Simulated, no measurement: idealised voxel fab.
Proc. module: voxel wiring stack
Square cells of 5 nm make up the cross-section cut, whose width is 235 nm.
When this document writes out a cross-section, it uses a grid of square cells and lists it as bands, beginning at the top and moving down, with a band standing for one or more rows of cells. Look at the band entry: it leads with the top's height and the bottom's height in nm. Then it lists the materials left to right, with a width in nm for each. The word "full width" on a single material says that material fills the band edge to edge. The word "blank" is empty space. Zero point of the height axis is 0; under it, received wafer = one material. Lowest band: continues down indefinitely, "0 down". A width such as "30..40" changes by the same amount from each row of cells to the next, from the band's top row to its bottom row. "changes: none" means the step left every cell of the cross-section as it was. Voids not open to the top, 8 cells minimum: see "Enclosed cavity list". Written width x height at distance; distance is from the left edge; nm. Where a step's line continues beyond its settings, the continuation is a remark by the simulator itself on that step. Among the settings permitted on a step's line is "overlay nm"; applied to a step with a mask, it specifies the extent to which the mask lay to the right of its planned position, whereas a negative figure signifies a position to the left.

## Planned step list for the process
1. RECEIVE [material Si]
2. CONFORMAL_DEP [material SiO2] [thk nm 15]
3. DIRECTIONAL_DEP [material TiN] [thk nm 5]
4. DIRECTIONAL_DEP [material W] [thk nm 20]
5. DIRECTIONAL_DEP [material aC] [thk nm 15]
6. PATTERN [tone cover] [mask id METAL_1] [material resist] [width nm 30] [pitch nm 60] [thk nm 30] [overlay nm 0]
7. DIRECTIONAL_ETCH [etch materials aC] [depth nm 15]
8. STRIP [etch materials resist]
9. DIRECTIONAL_ETCH [etch materials W] [depth nm 20]
10. DIRECTIONAL_ETCH [etch materials TiN] [depth nm 5]
11. STRIP [etch materials aC]
12. CONFORMAL_DEP [material SiCN] [thk nm 5]
13. FILL_DEP [material lowk] [thk nm 10]
14. CMP [height nm 40]
15. CONFORMAL_DEP [material SiCN] [thk nm 5]
16. DIRECTIONAL_DEP [material SiO2] [thk nm 20]
17. MASKED_ETCH [tone open] [mask id PLUG_1] [width nm 15] [pitch nm 120] [etch materials SiO2] [depth nm 20] [overlay nm 0]
18. MASKED_ETCH [tone open] [mask id PLUG_1] [width nm 15] [pitch nm 120] [etch materials SiCN] [depth nm 5] [overlay nm 0]
19. CONFORMAL_DEP [material TiN] [thk nm 5]
20. FILL_DEP [material W] [thk nm 5]
21. CMP [height nm 65]
22. CONFORMAL_DEP [material SiCN] [thk nm 5]
23. DIRECTIONAL_DEP [material SiO2] [thk nm 15]
24. PATTERN [tone open] [mask id METAL_2] [material resist] [width nm 30] [pitch nm 60] [thk nm 20] [overlay nm 0]
25. DIRECTIONAL_ETCH [etch materials SiO2] [depth nm 15]
26. DIRECTIONAL_ETCH [etch materials SiCN] [depth nm 5]
27. STRIP [etch materials resist]
28. CONFORMAL_DEP [material TiN] [thk nm 5]
29. FILL_DEP [material W] [thk nm 5]
30. CMP [height nm 85]
31. CONFORMAL_DEP [material SiCN] [thk nm 5]
32. DIRECTIONAL_DEP [material SiO2] [thk nm 10]
33. MASKED_ETCH [tone open] [mask id PLUG_2] [width nm 15] [pitch nm 60] [etch materials SiO2] [depth nm 10] [overlay nm 0]
34. MASKED_ETCH [tone open] [mask id PLUG_2] [width nm 15] [pitch nm 60] [etch materials SiCN] [depth nm 5] [overlay nm 0]
35. CONFORMAL_DEP [material TiN] [thk nm 5]
36. FILL_DEP [material W] [thk nm 5]
37. CMP [height nm 100]
38. DIRECTIONAL_DEP [material TiN] [thk nm 5]
39. DIRECTIONAL_DEP [material Ru] [thk nm 25]
40. MASKED_ETCH [tone cover] [mask id METAL_3] [width nm 30] [pitch nm 60] [etch materials Ru] [depth nm 25] [overlay nm 0]
41. MASKED_ETCH [tone cover] [mask id METAL_3] [width nm 30] [pitch nm 60] [etch materials TiN] [depth nm 5] [overlay nm 0]
42. CONFORMAL_DEP [material SiN] [thk nm 5]
43. FILL_DEP [material lowk] [thk nm 5]
44. CMP [height nm 130]
45. CONFORMAL_DEP [material SiCN] [thk nm 5]
Keep in mind the plan's value for the width nm of step 33 comes from the first wafer; the wafers don't share that setting, but they do share the same starting point.

## Incoming state of the first of several wafers in cross-section: after step 1
> 0 down  Si full width
> Enclosed cavity list: none

## The rows of the table below are wafers. Looking at the end of the module, a row counts, for every material, the cells the wafer has gained, shown as (+), or lost, shown as (-), since it was received; its closed voids come next
width nm 15; +90 Ru; +208 SiCN; +59 SiN; +468 SiO2; +115 TiN; +122 W; +207 lowk; Enclosed cavity list: none
width nm 20; +90 Ru; +208 SiCN; +59 SiN; +462 SiO2; +118 TiN; +125 W; +207 lowk; Enclosed cavity list: none
width nm 25; +90 Ru; +208 SiCN; +59 SiN; +456 SiO2; +121 TiN; +128 W; +207 lowk; Enclosed cavity list: none
width nm 30; +90 Ru; +208 SiCN; +59 SiN; +450 SiO2; +124 TiN; +131 W; +207 lowk; Enclosed cavity list: none
